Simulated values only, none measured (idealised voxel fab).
Presented below is a process module, voxel self aligned vias.
Each square cell in cross-section cut measures 5 nm, and the section as a whole is 220 nm wide.
A cross-section is written here as square cells arranged in a grid, and it is given in bands from the top down, each band taking up one or more rows of cells. Look at the band entry: it leads with the top's height and the bottom's height in nm. Then it lists the materials left to right, with a width in nm for each. The word "all across" on a single material says that material fills the band edge to edge. The word "blank" is empty space. Heights from 0 (as-received wafer is one material below). Bottom band endless downward, as "top 0, no bottom". The expression "30..40" gives the width at the extremes of the band, the first number at its top row of cells and the second at its bottom row, with the width changing by equal amounts from each row to the next in between. "identical to before" -> step changed no cross-section cell. Empty spaces counting at least 8 cells and having no open way to the top are listed in "Cavities, closed". The notation width x height at distance is used for each, the distance being from the left edge and all three values in nm. That trailing text on a step's line, after the settings, is the simulator's own remark on the step. overlay nm: right-of-plan distance of the mask on a masked step; negative values mean left-of-plan.
Process steps - plan:
| 1 | RECEIVE, material Si |
| 2 | CONFORMAL_DEP, material SiO2, thk nm 10 |
| 3 | CONFORMAL_DEP, material SiCN, thk nm 5 |
| 4 | DIRECTIONAL_DEP, material lowk, thk nm 20 |
| 5 | PATTERN, tone open, mask id LINES, material resist, width nm 25, pitch nm 70, thk nm 15, overlay nm 0 |
| 6 | DIRECTIONAL_ETCH, etch materials lowk, depth nm 20 |
| 7 | STRIP, etch materials resist |
| 8 | CONFORMAL_DEP, material TiN, thk nm 5 |
| 9 | FILL_DEP, material W, thk nm 5 |
| 10 | CMP, height nm 35 |
| 11 | SELECTIVE_ETCH, etch materials W Ru TiN, depth nm 5 |
| 12 | FILL_DEP, material SiN, thk nm 5 |
| 13 | CMP, height nm 35 |
| 14 | DIRECTIONAL_DEP, material lowk, thk nm 20 |
| 15 | PATTERN, tone open, mask id VIAS, material resist, width nm 45, thk nm 20, overlay nm 0 |
| 16 | DIRECTIONAL_ETCH, etch materials lowk, depth nm 20 |
| 17 | DIRECTIONAL_ETCH, etch materials SiN, depth nm 5 |
| 18 | STRIP, etch materials resist |
| 19 | CONFORMAL_DEP, material TiN, thk nm 5 |
| 20 | FILL_DEP, material W, thk nm 5 |
| 21 | CMP, height nm 55 |
| 22 | CONFORMAL_DEP, material SiCN, thk nm 5 |
The cross-section here shows the wafer as received, i.e. in its state after step 1:
    top 0, no bottom = Si all across
    Cavities, closed: none
Starting structure and process plan are as shown above, but one mistake was made in running the module; the wafer cross-section at the end of the module follows:
    top 60, bottom 55 = SiCN all across
    top 55, bottom 40 = 40 of lowk; 5 of TiN; 35 of W; 5 of TiN; 135 of lowk
    top 40, bottom 35 = 40 of lowk; 25 of TiN; 15 of W; 5 of TiN; 135 of lowk
    top 35, bottom 30 = 60 of lowk; 25 of TiN; 45 of lowk; 25 of SiN; 65 of lowk
    top 30, bottom 20 = 60 of lowk; 5 of TiN; 15 of W; 5 of TiN; 45 of lowk; 5 of TiN; 15 of W; 5 of TiN; 65 of lowk
    top 20, bottom 15 = 60 of lowk; 25 of TiN; 45 of lowk; 25 of TiN; 65 of lowk
    top 15, bottom 10 = SiCN all across
    top 10, bottom 0 = SiO2 all across
    top 0, no bottom = Si all across
    Cavities, closed: none
The mistake made against the process plan was this: for step 15, the planned setting was not used; the step was instead run as PATTERN, tone open, mask id VIAS, material resist, width nm 45, thk nm 20, overlay nm -10
